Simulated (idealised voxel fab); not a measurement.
Process module name: voxel transistor to metal
Xsec cut, 285 nm wide, square cell size 5 nm.
How to read a cross-section here: the picture is a grid of square cells, written as bands going from the top down, and any band can span one or more rows of cells. Band: top and bottom heights (nm) first, top before bottom; then materials from left to right, widths in nm. "throughout" marks a sole material filling the band edge to edge. "air" denotes empty space. The reference from which all heights are counted is 0, the level beneath which the as-received wafer is entirely one material; the lowest band, having no lower bound, proceeds downward and is written after the example "0 -> down". When a width is written as two numbers, as in "30->40", the first number is the width in the top row of cells of the band and the second is the width in its bottom row, and the width changes by the same amount from each row to the next. Step note "everything unchanged" = no cross-section cell changed. So "Sealed internal cavities" is basically the list of trapped voids: any empty space of 8 cells or more that can't reach the top through an opening. They're written width x height at distance, the distance being from the left edge, and it's all nm. Text after the settings on a step's line: the simulator's own remark on that step. When a step includes a mask, the "overlay nm" setting on its line states how far to the right of its planned place that mask lay, and negative values state how far to the left.
STEPS IN THE PROCESS PLAN
step 1: RECEIVE with material Si
step 2: CONFORMAL_DEP with material SiO2, thk nm 5
step 3: CONFORMAL_DEP with material SiN, thk nm 10
step 4: DIRECTIONAL_DEP with material aC, thk nm 10
step 5: PATTERN with tone cover, mask id ACTIVE, material resist, width nm 90, pitch nm 115, thk nm 25, overlay nm 0
step 6: DIRECTIONAL_ETCH with etch materials aC, depth nm 10
step 7: STRIP with etch materials resist
step 8: DIRECTIONAL_ETCH with etch materials SiN, depth nm 10
step 9: DIRECTIONAL_ETCH with etch materials SiO2, depth nm 5
step 10: DIRECTIONAL_ETCH with etch materials Si, depth nm 25
step 11: STRIP with etch materials aC
step 12: FILL_DEP with material SiO2, thk nm 10
step 13: CMP with height nm 15
step 14: SELECTIVE_ETCH with etch materials SiO2, depth nm 10
step 15: STRIP with etch materials SiN
step 16: SELECTIVE_ETCH with etch materials SiO2, depth nm 5
step 17: OXIDIZE with depth nm 5
step 18: DIRECTIONAL_DEP with material polySi, thk nm 30
step 19: DIRECTIONAL_DEP with material SiCN, thk nm 15
step 20: PATTERN with tone cover, mask id GATE, material resist, width nm 20, pitch nm 115, thk nm 20, overlay nm 0
step 21: DIRECTIONAL_ETCH with etch materials SiCN, depth nm 25
step 22: DIRECTIONAL_ETCH with etch materials polySi, depth nm 40
step 23: STRIP with etch materials resist
step 24: CONFORMAL_DEP with material SiO2, thk nm 5
step 25: DIRECTIONAL_ETCH with etch materials SiO2, depth nm 5
step 26: CONFORMAL_DEP with material SiN, thk nm 5
step 27: DIRECTIONAL_ETCH with etch materials SiN, depth nm 5
step 28: DIRECTIONAL_ETCH with etch materials SiO2, depth nm 5
step 29: DIRECTIONAL_ETCH with etch materials Si, depth nm 10
step 30: EPI with material SiGe, thk nm 15
step 31: FILL_DEP with material SiO2, thk nm 5
step 32: CMP with height nm 45
step 33: DIRECTIONAL_DEP with material SiO2, thk nm 15
step 34: PATTERN with tone open, mask id CONTACT, material resist, width nm 15, thk nm 20, overlay nm 0
step 35: DIRECTIONAL_ETCH with etch materials SiO2, depth nm 60
step 36: STRIP with etch materials resist
step 37: CONFORMAL_DEP with material TiN, thk nm 5
step 38: FILL_DEP with material Ru, thk nm 10
step 39: CMP with height nm 60
step 40: CONFORMAL_DEP with material SiCN, thk nm 5
step 41: DIRECTIONAL_DEP with material lowk, thk nm 15
step 42: PATTERN with tone open, mask id METAL_1, material resist, width nm 15, thk nm 15, overlay nm 0
step 43: DIRECTIONAL_ETCH with etch materials lowk, depth nm 15
step 44: DIRECTIONAL_ETCH with etch materials SiCN, depth nm 5
step 45: STRIP with etch materials resist
step 46: CONFORMAL_DEP with material TiN, thk nm 5
step 47: FILL_DEP with material W, thk nm 5
step 48: CMP with height nm 80
step 49: CONFORMAL_DEP with material SiCN, thk nm 5
step 50: DIRECTIONAL_DEP with material lowk, thk nm 30
step 51: DIRECTIONAL_DEP with material aC, thk nm 15
step 52: PATTERN with tone open, mask id METAL_2, material resist, width nm 15, pitch nm 115, thk nm 30, overlay nm 0
step 53: DIRECTIONAL_ETCH with etch materials aC, depth nm 15
step 54: STRIP with etch materials resist
step 55: DIRECTIONAL_ETCH with etch materials lowk, depth nm 20
step 56: STRIP with etch materials aC
step 57: PATTERN with tone open, mask id METAL_2_HOLES, material resist, width nm 15, pitch nm 115, thk nm 20, overlay nm 0
step 58: DIRECTIONAL_ETCH with etch materials lowk, depth nm 10
step 59: DIRECTIONAL_ETCH with etch materials SiCN, depth nm 5
step 60: STRIP with etch materials resist
step 61: CONFORMAL_DEP with material TiN, thk nm 5
step 62: FILL_DEP with material Cu, thk nm 5
step 63: CMP with height nm 115
step 64: CONFORMAL_DEP with material SiN, thk nm 5
INCOMING WAFER, CROSS-SECTIONAL VIEW, POST STEP 1
    0 -> down | Si throughout
    Sealed internal cavities: none
THE MODULE WAS RUN FROM THE START SHOWN ABOVE USING THE PLAN SHOWN ABOVE, BUT ONE MISTAKE WAS MADE DOING IT; THE RESULTING WAFER CROSS-SECTION IS BELOW
    120 -> 115 | SiN throughout
    115 -> 110 | TiN=50 / Cu=5 / TiN=110 / Cu=5 / TiN=115
    110 -> 105 | lowk=45 / TiN=5 / Cu=5 / TiN=5 / lowk=100 / TiN=5 / Cu=5 / TiN=5 / lowk=110
    105 -> 100 | lowk=45 / TiN=15 / lowk=100 / TiN=15 / lowk=110
    100 -> 85 | aC throughout
    85 -> 80 | SiCN throughout
    80 -> 65 | lowk=45 / TiN=5 / W=5 / TiN=5 / lowk=50 / TiN=5 / W=5 / TiN=5 / lowk=35 / TiN=5 / W=5 / TiN=5 / lowk=50 / TiN=5 / W=5 / TiN=5 / lowk=45
    65 -> 60 | SiCN=45 / TiN=15 / SiCN=50 / TiN=15 / SiCN=35 / TiN=15 / SiCN=50 / TiN=15 / SiCN=45
    60 -> 45 | SiO2=45 / TiN=5 / Ru=5 / TiN=5 / SiO2=50 / TiN=5 / Ru=5 / TiN=5 / SiO2=35 / TiN=5 / Ru=5 / TiN=5 / SiO2=50 / TiN=5 / Ru=5 / TiN=5 / SiO2=45
    45 -> 30 | SiO2=45 / TiN=5 / Ru=5 / TiN=5 / SiO2=5 / SiN=5 / SiO2=5 / SiCN=20 / SiO2=5 / SiN=5 / SiO2=5 / TiN=5 / Ru=5 / TiN=5 / SiO2=35 / TiN=5 / Ru=5 / TiN=5 / SiO2=5 / SiN=5 / SiO2=5 / SiCN=20 / SiO2=5 / SiN=5 / SiO2=5 / TiN=5 / Ru=5 / TiN=5 / SiO2=45
    30 -> 15 | SiO2=45 / TiN=5 / Ru=5 / TiN=5 / SiO2=5 / SiN=5 / SiO2=5 / polySi=20 / SiO2=5 / SiN=5 / SiO2=5 / TiN=5 / Ru=5 / TiN=5 / SiO2=35 / TiN=5 / Ru=5 / TiN=5 / SiO2=5 / SiN=5 / SiO2=5 / polySi=20 / SiO2=5 / SiN=5 / SiO2=5 / TiN=5 / Ru=5 / TiN=5 / SiO2=45
    15 -> 10 | SiO2=45 / TiN=15 / SiO2=5 / SiN=5 / SiO2=5 / polySi=20 / SiO2=5 / SiN=5 / SiO2=5 / TiN=15 / SiO2=35 / TiN=15 / SiO2=5 / SiN=5 / SiO2=5 / polySi=20 / SiO2=5 / SiN=5 / SiO2=5 / TiN=15 / SiO2=45
    10 -> 0 | SiO2=45 / TiN=5 / SiGe=15 / SiN=5 / SiO2=5 / polySi=20 / SiO2=5 / SiN=5 / SiGe=15 / TiN=5 / SiO2=35 / TiN=5 / SiGe=15 / SiN=5 / SiO2=5 / polySi=20 / SiO2=5 / SiN=5 / SiGe=15 / TiN=5 / SiO2=45
    0 -> -5 | SiO2=35 / SiGe=30 / SiO2=40 / SiGe=30 / SiO2=15 / SiGe=30 / SiO2=40 / SiGe=30 / SiO2=35
    -5 -> -15 | SiO2=40 / SiGe=25 / Si=40 / SiGe=25 / SiO2=25 / SiGe=25 / Si=40 / SiGe=25 / SiO2=40
    -15 -> -25 | SiO2=40 / Si=90 / SiO2=25 / Si=90 / SiO2=40
    -25 -> down | Si throughout
    Sealed internal cavities: none
Diagnosis: steps 50 and 51 were swapped
